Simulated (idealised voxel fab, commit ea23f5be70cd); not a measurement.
process module | voxel lift off
Square cell edge 5 nm, section width 170 nm, ID cut.
A cross-section is a grid of square cells, given in bands from the top down. A band is one or more rows of cells. Per band: top height and bottom height in nm, followed by the left-to-right materials and their widths in nm; "all across" marks a single material spanning edge to edge, "empty" marks empty space. Heights from 0 (as-received wafer is one material below). Bottom band endless downward, as "top 0, no bottom". Per-row width for "30..40": begins at first number (top row of band), ends at second number (bottom row), increment between rows held constant. Any step labelled "nothing was modified" changed none of the cells in the cross-section. The entry "Fully enclosed voids" lists the empty spaces that cover at least 8 cells and have no open path to the top. Each is written as width x height at distance, where the distance is measured from the left edge and all three values are in nm. Text after the settings on a step's line: the simulator's own remark on that step. For masked steps, "overlay nm" on the step line gives how far right of plan the mask actually lay; a minus sign means it lay to the left.

Here's what the planned process steps look like:
1) RECEIVE (material Si)
2) CONFORMAL_DEP (material SiO2; thk nm 5)
3) PATTERN (tone open; mask id LINES; material resist; width nm 30; pitch nm 60; thk nm 25; overlay nm 0)
4) DIRECTIONAL_DEP (material Ru; thk nm 15)
5) STRIP (etch materials resist)
6) CONFORMAL_DEP (material SiCN; thk nm 5)

This is the cross-section of the wafer as we received it, i.e. after step 1:
* top 0, no bottom: Si all across
* Fully enclosed voids: none

First of two wafers at the end of the module, shown in cross-section; run carried out as planned:
* top 25, bottom 20: 35 empty / 40 SiCN / 20 empty / 40 SiCN / 35 empty
* top 20, bottom 10: 35 empty / 5 SiCN / 30 Ru / 5 SiCN / 20 empty / 5 SiCN / 30 Ru / 5 SiCN / 35 empty
* top 10, bottom 5: 40 SiCN / 30 Ru / 30 SiCN / 30 Ru / 40 SiCN
* top 5, bottom 0: SiO2 all across
* top 0, no bottom: Si all across
* Fully enclosed voids: none

So this is wafer number two of the two, cut at the end of the module - it started where the first did and had the same plan, we just got one thing wrong running it:
* top 25, bottom 20: 30 empty / 50 SiCN / 10 empty / 50 SiCN / 30 empty
* top 20, bottom 10: 30 empty / 5 SiCN / 40 Ru / 5 SiCN / 10 empty / 5 SiCN / 40 Ru / 5 SiCN / 30 empty
* top 10, bottom 5: 35 SiCN / 40 Ru / 20 SiCN / 40 Ru / 35 SiCN
* top 5, bottom 0: SiO2 all across
* top 0, no bottom: Si all across
* Fully enclosed voids: none
What was done differently from what was planned? in deviation from the planned setting, step 3 was conducted as PATTERN (tone open; mask id LINES; material resist; width nm 40; pitch nm 60; thk nm 25; overlay nm 0)
Upon completion, the second wafer contains, in terms of cells, a greater or smaller amount of certain materials than the first wafer: Ru: 12 more
